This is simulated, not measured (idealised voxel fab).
Title: Process Module voxel released beams
Cross-sectional view cut (width: 220 nm; square cell size: 5 nm).
Just so we're on the same page, the cross-sections are grids of square cells, and they're listed out in bands top to bottom, each band one or more rows deep.
For a band, the entry starts with two heights in nm, that of the top and then that of the bottom, and carries on with the band's materials in order from left to right, each alongside its width in nm; the word "edge to edge" beside a single material means it fills the band edge to edge, and "air" means empty space.
All heights in this document are referenced to 0, defined as the level beneath which the wafer, as received, consists entirely of one material. The lowest band is not bounded below; it extends indefinitely downward and is written in the form "z 0 and below".
Width spec "30..40" -> top row of cells at first value, bottom row at second value, equal per-row change in between.
Given "nothing got changed" for a step, no cell of the cross-section differs between before and after that step.
"Trapped voids": empty spaces of 8 cells or more with no open way to the top, each given as width x height at distance, distance from the left edge, all in nm.
Heads up: the bit after the settings on a step's line is the simulator's remark on that step.
"overlay nm" on a masked step: distance the mask lay right of its planned place, negative for left.
Steps in the process plan
1 RECEIVE with material Si
2 CONFORMAL_DEP with material SiN, thk nm 5
3 DIRECTIONAL_DEP with material SiO2, thk nm 10
4 MASKED_ETCH with tone open, mask id ANCHOR, width nm 25, etch materials SiO2, depth nm 10, overlay nm 0
5 CONFORMAL_DEP with material polySi, thk nm 10
6 MASKED_ETCH with tone cover, mask id BEAM, width nm 95, etch materials polySi, depth nm 10, overlay nm 0
7 STRIP with etch materials SiO2
First of the two wafers, run per plan
Wafer at receipt (post step 1), cross-section
	z 0 and below: Si edge to edge
	Trapped voids: none
Sectional view: wafer, after step 2
	z 5 to 0: SiN edge to edge
	Below a height of 0, the structure has not been altered.
Sectional view: wafer, after step 3
	z 15 to 5: SiO2 edge to edge
	Below a height of 5, the structure has not been altered.
Sectional view: wafer, after step 4
	z 15 to 5: 65 of SiO2  25 of air  130 of SiO2
	Below a height of 5, the structure has not been altered.
Sectional view: wafer, after step 5
	z 25 to 15: 75 of polySi  5 of air  140 of polySi
	z 15 to 5: 65 of SiO2  25 of polySi  130 of SiO2
	Below a height of 5, the structure has not been altered.
Sectional view: wafer, after step 6
	z 25 to 15: 60 of air  15 of polySi  5 of air  75 of polySi  65 of air
	Below a height of 15, the structure has not been altered.
Sectional view: wafer, after step 7
	z 25 to 15: 60 of air  15 of polySi  5 of air  75 of polySi  65 of air
	z 15 to 5: 65 of air  25 of polySi  130 of air
	Below a height of 5, the structure has not been altered.
Wafer two of two - same starting point, same process plan, one mistake in execution; matches wafer one up to and including step 1
Second wafer: cross-section at the scheduled end of step 2
	z 15 to 0: SiN edge to edge
	Below a height of 0, the structure has not been altered.
Second wafer: cross-section at the scheduled end of step 3
	z 25 to 15: SiO2 edge to edge
	Below a height of 15, the structure has not been altered.
Second wafer: cross-section at the scheduled end of step 4
	z 25 to 15: 65 of SiO2  25 of air  130 of SiO2
	Below a height of 15, the structure has not been altered.
Second wafer: cross-section at the scheduled end of step 5
	z 35 to 25: 75 of polySi  5 of air  140 of polySi
	z 25 to 15: 65 of SiO2  25 of polySi  130 of SiO2
	Below a height of 15, the structure has not been altered.
Second wafer: cross-section at the scheduled end of step 6
	z 35 to 25: 60 of air  15 of polySi  5 of air  75 of polySi  65 of air
	Below a height of 25, the structure has not been altered.
Second wafer: cross-section at the scheduled end of step 7
	z 35 to 25: 60 of air  15 of polySi  5 of air  75 of polySi  65 of air
	z 25 to 15: 65 of air  25 of polySi  130 of air
	Below a height of 15, the structure has not been altered.
Heads up, the wafer didn't run the way we planned it: step 2 was processed under conditions differing from the plan, specifically as CONFORMAL_DEP with material SiN, thk nm 15
Count the cells at the end and the second wafer has more or fewer of some materials than the first: SiN +88
